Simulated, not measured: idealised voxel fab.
Presented below is a process module, voxel trench capacitor.
This is section cut - it's 245 nm across, gridded in 5 nm square cells.
Cross-section layout: square cells on a grid; listed as bands, top to bottom; a band spans one or more cell rows.
Each band's line starts with the height of the band's top and of its bottom, in nm. Then come its materials from left to right, each with its width in nm. One material with "everywhere" fills the band from edge to edge. "air" is empty space.
Basically, 0 is our baseline, since under it the wafer straight out of the box is all one material. The bottom band has no lower end and keeps on going down, so it looks like "from 0 down".
With a width like "30 to 40", each row of cells in the band differs from the next by the same amount, the top row carrying the first number and the bottom row the second.
No cell of the cross-section changed in a step that is given as "left unchanged".
The entry titled "Unvented voids" provides the empty spaces that have no open way to the top, restricted to those of 8 cells or more. Each is presented as width x height at distance, the distance being measured from the left edge, with all three in nm.
What comes after the settings on a step's line is commentary from the simulator itself on that step.
Among the settings permitted on a step's line is "overlay nm"; applied to a step with a mask, it specifies the extent to which the mask lay to the right of its planned position, whereas a negative figure signifies a position to the left.

-- So here's the lineup of process steps we planned
1) RECEIVE: material Si
2) CONFORMAL_DEP: material SiN, thk nm 10
3) DIRECTIONAL_DEP: material aC, thk nm 10
4) PATTERN: tone open, mask id TRENCH, material resist, width nm 15, pitch nm 40, thk nm 30, overlay nm 0
5) DIRECTIONAL_ETCH: etch materials aC, depth nm 10
6) STRIP: etch materials resist
7) DIRECTIONAL_ETCH: etch materials SiN, depth nm 10
8) DIRECTIONAL_ETCH: etch materials Si, depth nm 35
9) STRIP: etch materials aC
10) CONFORMAL_DEP: material Al2O3, thk nm 5
11) FILL_DEP: material polySi, thk nm 10
12) CMP: height nm 10
It is noted that the wafers described herein are identical at the outset and are distinguished by the width nm of step 4; the value stated in the plan corresponds to the first wafer.

-- The first of several wafers in cross-section, exactly as it reached us after step 1
from 0 down: Si everywhere
Unvented voids: none

-- Shown in cross-section: the first of several wafers at the end of the module, after its last step, step 12
from 10 to 0: 75 nm SiN  5 nm Al2O3  5 nm polySi  5 nm Al2O3  25 nm SiN  5 nm Al2O3  5 nm polySi  5 nm Al2O3  25 nm SiN  5 nm Al2O3  5 nm polySi  5 nm Al2O3  75 nm SiN
from 0 to -30: 75 nm Si  5 nm Al2O3  5 nm polySi  5 nm Al2O3  25 nm Si  5 nm Al2O3  5 nm polySi  5 nm Al2O3  25 nm Si  5 nm Al2O3  5 nm polySi  5 nm Al2O3  75 nm Si
from -30 to -35: 75 nm Si  15 nm Al2O3  25 nm Si  15 nm Al2O3  25 nm Si  15 nm Al2O3  75 nm Si
from -35 down: Si everywhere
Unvented voids: none

-- Here's the last wafer cross-sectioned at the end of the module
from 10 to 0: 70 nm SiN  5 nm Al2O3  15 nm polySi  5 nm Al2O3  15 nm SiN  5 nm Al2O3  15 nm polySi  5 nm Al2O3  15 nm SiN  5 nm Al2O3  15 nm polySi  5 nm Al2O3  70 nm SiN
from 0 to -30: 70 nm Si  5 nm Al2O3  15 nm polySi  5 nm Al2O3  15 nm Si  5 nm Al2O3  15 nm polySi  5 nm Al2O3  15 nm Si  5 nm Al2O3  15 nm polySi  5 nm Al2O3  70 nm Si
from -30 to -35: 70 nm Si  25 nm Al2O3  15 nm Si  25 nm Al2O3  15 nm Si  25 nm Al2O3  70 nm Si
from -35 down: Si everywhere
Unvented voids: none

-- Tabulated below, wafer by wafer, are the end-of-module results: for each material, the number of cells gained (+) or lost (-) relative to the as-received state, followed by the closed voids
width nm 15, +57 Al2O3, -63 Si, +80 SiN, +24 polySi, Unvented voids: none
width nm 20, +60 Al2O3, -84 Si, +74 SiN, +48 polySi, Unvented voids: none
width nm 25, +63 Al2O3, -105 Si, +68 SiN, +72 polySi, Unvented voids: none
